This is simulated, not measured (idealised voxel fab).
Title: Process Module voxel ribs on slabs
Pictured: cross-section cut, 270 nm wide, on a grid of 5 nm square cells.
In this document a cross-section is written as a grid of square cells. It is given as a series of bands, listed from the top down, and a band is one or more rows of cells.
What a band's entry tells you: where the top is and where the bottom is, as heights in nm, and after that what lies inside, material by material from left to right, each with its width in nm. Empty space is written as the word "empty", and a single material marked with the word "edge to edge" occupies the band from edge to edge.
All heights in this document are referenced to 0, defined as the level beneath which the wafer, as received, consists entirely of one material. The lowest band is not bounded below; it extends indefinitely downward and is written in the form "0 down".
A two-number width, for instance "30 to 40", indicates that the width is equal to the first number in the top row of the band and to the second number in the bottom row, and that it changes by a constant amount per row of cells.
Step note "no modification" = no cross-section cell changed.
If an empty space has no open way to the top and is at least 8 cells in size, "Closed void list" lists it, written width x height at distance, where distance is measured from the left edge and every value is in nm.
Whatever follows a step's settings on its line is a remark the simulator itself makes about that step.
"overlay nm" denotes, for a step that has a mask, the displacement of the mask to the right of its planned place, with negative values corresponding to the left.

[The following list gives the planned process steps]
step 1: RECEIVE, material Si
step 2: DIRECTIONAL_DEP, material SiO2, thk nm 20
step 3: DIRECTIONAL_DEP, material SiN, thk nm 25
step 4: MASKED_ETCH, tone cover, mask id RIB, width nm 25, etch materials SiN, depth nm 5, overlay nm 0
step 5: MASKED_ETCH, tone cover, mask id SLAB, width nm 85, etch materials SiN, depth nm 20, overlay nm 0
step 6: FILL_DEP, material SiO2, thk nm 25
step 7: CMP, height nm 60
step 8: DIRECTIONAL_DEP, material W, thk nm 10
step 9: DIRECTIONAL_DEP, material aC, thk nm 10
step 10: PATTERN, tone cover, mask id HEATER, material resist, width nm 35, thk nm 25, overlay nm 0
step 11: DIRECTIONAL_ETCH, etch materials aC, depth nm 10
step 12: STRIP, etch materials resist
step 13: DIRECTIONAL_ETCH, etch materials W, depth nm 10
step 14: STRIP, etch materials aC
step 15: CONFORMAL_DEP, material SiN, thk nm 5

[as received, after step 1]
  0 down  Si edge to edge
  Closed void list: none

[End-of-module XS, first of two wafers, run as planned]
  75 to 70  empty=110, then SiN=45, then empty=115
  70 to 65  empty=110, then SiN=5, then W=35, then SiN=5, then empty=115
  65 to 60  SiN=115, then W=35, then SiN=120
  60 to 45  SiO2 edge to edge
  45 to 40  SiO2=120, then SiN=25, then SiO2=125
  40 to 20  SiO2=90, then SiN=85, then SiO2=95
  20 to 0  SiO2 edge to edge
  0 down  Si edge to edge
  Closed void list: none

[Second wafer through the module, sectioned at the end: same beginning and same plan as the first wafer, with one mistake in carrying it out]
  75 to 70  empty=110, then SiN=45, then empty=115
  70 to 65  empty=110, then SiN=5, then W=35, then SiN=5, then empty=115
  65 to 60  SiN=115, then W=35, then SiN=120
  60 to 45  SiO2 edge to edge
  45 to 20  aC edge to edge
  20 to 0  SiO2 edge to edge
  0 down  Si edge to edge
  Closed void list: none
Here's what went sideways: in deviation from the planned setting, step 3 was conducted as DIRECTIONAL_DEP, material aC, thk nm 25
Counted in cells at the end, the second wafer holds more or fewer of these materials than the first: 73 fewer of SiN, 197 fewer of SiO2, 270 more of aC
